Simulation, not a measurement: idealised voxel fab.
process module | voxel self aligned vias
Xsec cut, 275 nm wide, square cell size 5 nm.
Cross-sections here: square-cell grids, written as top-down lists of bands, a band being one or more rows of cells.
Per band: top height and bottom height in nm, followed by the left-to-right materials and their widths in nm; "full width" marks a single material spanning edge to edge, "blank" marks empty space.
Heights from 0 (as-received wafer is one material below). Bottom band endless downward, as "0 down".
Read "30..40" as a graded width: first number on top, second number at the bottom, same change between each pair of neighbouring rows.
You'll sometimes find "same as before" written for a step, and that's the way of saying that nowhere in the cross-section did a cell change during that step.
Voids not open to the top, 8 cells minimum: see "Completely enclosed voids". Written width x height at distance; distance is from the left edge; nm.
Where a step's line continues beyond its settings, the continuation is a remark by the simulator itself on that step.
The line of a step may include "overlay nm". On a step with a mask, this value is how far to the right of its planned place the mask lay. A negative value means the mask lay to the left.
-- This section lists the process steps that were planned
1) RECEIVE: material Si
2) CONFORMAL_DEP: material SiO2, thk nm 15
3) CONFORMAL_DEP: material SiCN, thk nm 5
4) DIRECTIONAL_DEP: material SiO2, thk nm 30
5) DIRECTIONAL_DEP: material aC, thk nm 15
6) PATTERN: tone open, mask id LINES, material resist, width nm 20, pitch nm 65, thk nm 35, overlay nm 0
7) DIRECTIONAL_ETCH: etch materials aC, depth nm 15
8) STRIP: etch materials resist
9) DIRECTIONAL_ETCH: etch materials SiO2, depth nm 30
10) STRIP: etch materials aC
11) CONFORMAL_DEP: material TiN, thk nm 5
12) FILL_DEP: material W, thk nm 5
13) CMP: height nm 50
14) SELECTIVE_ETCH: etch materials W Ru TiN, depth nm 5
15) FILL_DEP: material SiN, thk nm 10
16) CMP: height nm 50
17) DIRECTIONAL_DEP: material SiO2, thk nm 15
18) DIRECTIONAL_DEP: material aC, thk nm 15
19) PATTERN: tone open, mask id VIAS, material resist, width nm 40, pitch nm 130, thk nm 35, overlay nm 0
20) DIRECTIONAL_ETCH: etch materials aC, depth nm 15
21) STRIP: etch materials resist
22) DIRECTIONAL_ETCH: etch materials SiO2, depth nm 15
23) DIRECTIONAL_ETCH: etch materials SiN, depth nm 5
24) STRIP: etch materials aC
25) CONFORMAL_DEP: material TiN, thk nm 5
26) FILL_DEP: material Cu, thk nm 5
27) CMP: height nm 65
28) CONFORMAL_DEP: material SiCN, thk nm 5
-- Received-state cross-section, reflecting completion of step 1
	0 down: Si full width
	Completely enclosed voids: none
-- Wafer cross-section at end of module: start and plan as shown above, one execution error
	70 to 65: SiCN full width
	65 to 55: 50 SiO2, 5 TiN, 30 Cu, 5 TiN, 90 SiO2, 5 TiN, 30 Cu, 5 TiN, 55 SiO2
	55 to 50: 50 SiO2, 40 TiN, 90 SiO2, 40 TiN, 55 SiO2
	50 to 45: 50 SiN, 15 TiN, 10 W, 15 TiN, 35 SiN, 5 TiN, 10 W, 5 TiN, 35 SiN, 15 TiN, 10 W, 15 TiN, 55 SiN
	45 to 25: 60 SiO2, 5 TiN, 10 W, 5 TiN, 45 SiO2, 5 TiN, 10 W, 5 TiN, 45 SiO2, 5 TiN, 10 W, 5 TiN, 65 SiO2
	25 to 20: 60 SiO2, 20 TiN, 45 SiO2, 20 TiN, 45 SiO2, 20 TiN, 65 SiO2
	20 to 15: SiCN full width
	15 to 0: SiO2 full width
	0 down: Si full width
	Completely enclosed voids: none
Processing error: step 14 deviated from plan and actually ran as SELECTIVE_ETCH: etch materials SiO2, depth nm 5
